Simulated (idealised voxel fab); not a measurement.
The following process module bears the name voxel self aligned contacts.
260 nm wide, 5 nm square cells: that's cross-section cut.
How to read a cross-section here: the picture is a grid of square cells, written as bands going from the top down, and any band can span one or more rows of cells. Per band: top height and bottom height in nm, followed by the left-to-right materials and their widths in nm; "full width" marks a single material spanning edge to edge, "blank" marks empty space. Measure heights from 0. That's the level where, below it, the as-received wafer is all one material. The lowest band is bottomless and extends downward; write it as in "0 down". Think of "30->40" as a width that walks from the first number to the second as you go down the band, top row to bottom row, taking equal-sized steps from row to row. Given "left unchanged" for a step, no cell of the cross-section differs between before and after that step. "Enclosed void listing" enumerates empty spaces isolated from the top, with no open way to it, that contain at least 8 cells, giving each as width x height at distance from the left edge, all three in nm. Step line, after settings: the simulator's comment on this step. If you see "overlay nm" on a step's line and that step has a mask, it's telling you how far right of where it was planned the mask ended up; a negative number means it went left instead.
## The process steps that were planned are listed below
1,RECEIVE, material Si
2,CONFORMAL_DEP, material SiO2, thk nm 5
3,DIRECTIONAL_DEP, material polySi, thk nm 20
4,DIRECTIONAL_DEP, material SiN, thk nm 20
5,DIRECTIONAL_DEP, material aC, thk nm 10
6,PATTERN, tone cover, mask id GATE, material resist, width nm 30, pitch nm 70, thk nm 25, overlay nm 0
7,DIRECTIONAL_ETCH, etch materials aC, depth nm 10
8,STRIP, etch materials resist
9,DIRECTIONAL_ETCH, etch materials SiN, depth nm 20
10,DIRECTIONAL_ETCH, etch materials polySi, depth nm 20
11,STRIP, etch materials aC
12,CONFORMAL_DEP, material SiN, thk nm 10
13,DIRECTIONAL_ETCH, etch materials SiN, depth nm 10
14,FILL_DEP, material SiO2, thk nm 20
15,CMP, height nm 55
16,MASKED_ETCH, tone open, mask id CONTACT, width nm 50, pitch nm 70, etch materials SiO2, depth nm 55, overlay nm 0
17,CONFORMAL_DEP, material TiN, thk nm 5
18,FILL_DEP, material W, thk nm 5
19,CMP, height nm 55
20,CONFORMAL_DEP, material SiN, thk nm 5
## Here's what the wafer looked like in cross-section when it arrived - that's after step 1
0 down = Si full width
Enclosed void listing: none
## Module complete - cross-section of the first of two wafers, run according to plan
60 to 55 = SiN full width
55 to 45 = 70 nm SiO2, 5->20 nm TiN, 40->10 nm W, 5->20 nm TiN, 20 nm SiO2, 5->20 nm TiN, 40->10 nm W, 5->20 nm TiN, 70 nm SiO2
45 to 25 = 35 nm SiO2, 50 nm SiN, 5 nm TiN, 10 nm W, 5 nm TiN, 50 nm SiN, 5 nm TiN, 10 nm W, 5 nm TiN, 50 nm SiN, 35 nm SiO2
25 to 5 = 35 nm SiO2, 10 nm SiN, 30 nm polySi, 10 nm SiN, 5 nm TiN, 10 nm W, 5 nm TiN, 10 nm SiN, 30 nm polySi, 10 nm SiN, 5 nm TiN, 10 nm W, 5 nm TiN, 10 nm SiN, 30 nm polySi, 10 nm SiN, 35 nm SiO2
5 to 0 = 85 nm SiO2, 20 nm TiN, 50 nm SiO2, 20 nm TiN, 85 nm SiO2
0 down = Si full width
Enclosed void listing: none
## Now the second wafer, cross-sectioned at the end of the module. Nothing different at the start, nothing different in the plan compared with the first, just one mistake when it was actually run
60 to 55 = SiN full width
55 to 45 = 35 nm SiO2, 50 nm SiN, 5 nm TiN, 10 nm W, 5 nm TiN, 50 nm SiN, 5 nm TiN, 10 nm W, 5 nm TiN, 50 nm SiN, 35 nm SiO2
45 to 30 = 35 nm SiO2, 10 nm SiN, 30 nm polySi, 10 nm SiN, 5 nm TiN, 10 nm W, 5 nm TiN, 10 nm SiN, 30 nm polySi, 10 nm SiN, 5 nm TiN, 10 nm W, 5 nm TiN, 10 nm SiN, 30 nm polySi, 10 nm SiN, 35 nm SiO2
30 to 25 = 35 nm SiO2, 10 nm SiN, 30 nm polySi, 10 nm SiN, 20 nm TiN, 10 nm SiN, 30 nm polySi, 10 nm SiN, 20 nm TiN, 10 nm SiN, 30 nm polySi, 10 nm SiN, 35 nm SiO2
25 to 5 = polySi full width
5 to 0 = SiO2 full width
0 down = Si full width
Enclosed void listing: none
What broke from the plan during processing? execution of plan step 3 occurred twice
Materials where the second wafer ends with more or fewer cells than the first: 60 fewer of SiN, 84 fewer of SiO2, 32 fewer of TiN, 32 fewer of W, 208 more of polySi
